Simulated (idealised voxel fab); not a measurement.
The document below concerns the process module designated voxel gate over fins.
Xsec cut, 225 nm wide, square cell size 5 nm.
Notation: cross-section as square-cell grid; stated in bands, top first, going down; one or more cell rows per band. In this notation a band is specified by the heights of its top and bottom, in that order and in nm, after which its materials appear from left to right, each paired with its width in nm. The word "full width" attached to a single material means that material fills the band from edge to edge; the word "empty" stands for empty space. Heights are expressed relative to 0, this being the level below which the as-received wafer comprises one material exclusively. The lowest band is unbounded in the downward direction and is denoted as in "0 down". Width: "30->40" (first number = top row, second number = bottom row, same change from row to row of cells). When a step is marked "remained the same", none of the cells in the cross-section changed during that step. You'll see "Closed cavities" listing empty spaces that have no way open to the top, as long as they're 8 cells or more; the notation is width x height at distance, where the distance is from the left edge, and all of it is in nm. That trailing text on a step's line, after the settings, is the simulator's own remark on the step. overlay nm, on a step with a mask: how far to the right of its planned place the mask lay; to the left if negative.

These are the steps we planned for the process
| 1 | RECEIVE,material Si |
| 2 | CONFORMAL_DEP,material SiN,thk nm 10 |
| 3 | DIRECTIONAL_DEP,material aC,thk nm 15 |
| 4 | PATTERN,tone cover,mask id FINS,material resist,width nm 15,pitch nm 55,thk nm 35,overlay nm 0 |
| 5 | DIRECTIONAL_ETCH,etch materials aC,depth nm 15 |
| 6 | STRIP,etch materials resist |
| 7 | DIRECTIONAL_ETCH,etch materials SiN,depth nm 10 |
| 8 | DIRECTIONAL_ETCH,etch materials Si,depth nm 40 |
| 9 | STRIP,etch materials aC |
| 10 | OXIDIZE,depth nm 5 |
| 11 | FILL_DEP,material SiO2,thk nm 5 |
| 12 | CMP,height nm 10 |
| 13 | DIRECTIONAL_DEP,material aC,thk nm 10 |
| 14 | PATTERN,tone open,mask id RAIL,material resist,width nm 15,thk nm 30,overlay nm 0 |
| 15 | DIRECTIONAL_ETCH,etch materials aC,depth nm 10 |
| 16 | STRIP,etch materials resist |
| 17 | DIRECTIONAL_ETCH,etch materials SiO2,depth nm 45 |
| 18 | STRIP,etch materials aC |
| 19 | CONFORMAL_DEP,material TiN,thk nm 5 |
| 20 | FILL_DEP,material Ru,thk nm 10 |
| 21 | CMP,height nm 10 |
| 22 | SELECTIVE_ETCH,etch materials W Ru TiN,depth nm 30 |
| 23 | FILL_DEP,material SiO2,thk nm 5 |
| 24 | CMP,height nm 10 |
| 25 | SELECTIVE_ETCH,etch materials SiO2,depth nm 25 |
| 26 | STRIP,etch materials SiN |
| 27 | CONFORMAL_DEP,material HfO2,thk nm 5 |
| 28 | CONFORMAL_DEP,material TiN,thk nm 5 |
| 29 | CONFORMAL_DEP,material TiAl,thk nm 5 |
| 30 | CONFORMAL_DEP,material TiN,thk nm 5 |
| 31 | FILL_DEP,material W,thk nm 10 |
| 32 | CMP,height nm 25 |
| 33 | CONFORMAL_DEP,material SiCN,thk nm 10 |

The cross-section here shows the wafer as received, i.e. in its state after step 1
  0 down  Si full width
  Closed cavities: none

First wafer of two, sectioned at end of module; run went per plan
  35 to 25  SiCN full width
  25 to 20  W full width
  20 to 15  W=60, TiN=45, W=10, TiN=45, W=65
  15 to 10  W=60, TiN=5, TiAl=35, TiN=5, W=10, TiN=5, TiAl=35, TiN=5, W=65
  10 to 5  W=60, TiN=5, TiAl=5, TiN=25, TiAl=5, TiN=5, W=10, TiN=5, TiAl=5, TiN=25, TiAl=5, TiN=5, W=65
  5 to 0  TiN=65, TiAl=5, TiN=5, HfO2=15, TiN=5, TiAl=5, TiN=20, TiAl=5, TiN=5, HfO2=15, TiN=5, TiAl=5, TiN=70
  0 to -5  TiAl=70, TiN=5, HfO2=5, Si=5, HfO2=5, TiN=5, TiAl=30, TiN=5, HfO2=5, Si=5, HfO2=5, TiN=5, TiAl=75
  -5 to -10  TiN=75, HfO2=5, Si=5, HfO2=5, TiN=40, HfO2=5, Si=5, HfO2=5, TiN=80
  -10 to -15  HfO2=80, Si=5, HfO2=50, Si=5, HfO2=85
  -15 to -20  SiO2=80, Si=5, SiO2=50, Si=5, SiO2=85
  -20 to -30  SiO2=80, Si=5, SiO2=15, TiN=5, Ru=5, TiN=5, SiO2=20, Si=5, SiO2=85
  -30 to -35  SiO2=80, Si=5, SiO2=15, TiN=15, SiO2=20, Si=5, SiO2=85
  -35 to -45  SiO2=80, Si=5, SiO2=50, Si=5, SiO2=85
  -45 down  Si full width
  Closed cavities: none

Wafer two (of two), end-of-module cross-section: start = wafer one, plan = wafer one, one run mistake
  35 to 25  SiCN full width
  25 to 20  W full width
  20 to 15  W=60, TiN=45, W=10, TiN=45, W=65
  15 to 10  W=60, TiN=5, TiAl=35, TiN=5, W=10, TiN=5, TiAl=35, TiN=5, W=65
  10 to 5  W=60, TiN=5, TiAl=5, TiN=25, TiAl=5, TiN=5, W=10, TiN=5, TiAl=5, TiN=25, TiAl=5, TiN=5, W=65
  5 to 0  TiN=65, TiAl=5, TiN=5, HfO2=15, TiN=5, TiAl=5, TiN=20, TiAl=5, TiN=5, HfO2=15, TiN=5, TiAl=5, TiN=70
  0 to -5  TiAl=70, TiN=5, HfO2=5, Si=5, HfO2=5, TiN=5, TiAl=30, TiN=5, HfO2=5, Si=5, HfO2=5, TiN=5, TiAl=75
  -5 to -10  TiN=75, HfO2=5, Si=5, HfO2=5, TiN=40, HfO2=5, Si=5, HfO2=5, TiN=80
  -10 to -15  HfO2=80, Si=5, HfO2=50, Si=5, HfO2=85
  -15 to -20  SiO2=80, Si=5, SiO2=50, Si=5, SiO2=85
  -20 to -30  SiO2=80, Si=5, SiO2=15, TiN=5, Ru=5, TiN=5, SiO2=20, Si=5, SiO2=85
  -30 to -35  SiO2=80, Si=5, SiO2=15, TiN=15, SiO2=20, Si=5, SiO2=85
  -35 to -40  SiO2=80, Si=5, SiO2=50, Si=5, SiO2=85
  -40 down  Si full width
  Closed cavities: none
Deviation noted in wafer processing: contrary to plan, step 8 was performed as DIRECTIONAL_ETCH,etch materials Si,depth nm 35
Final comparison by cell count, materials where the second wafer has more or fewer than the first: Si +43, SiO2 -43
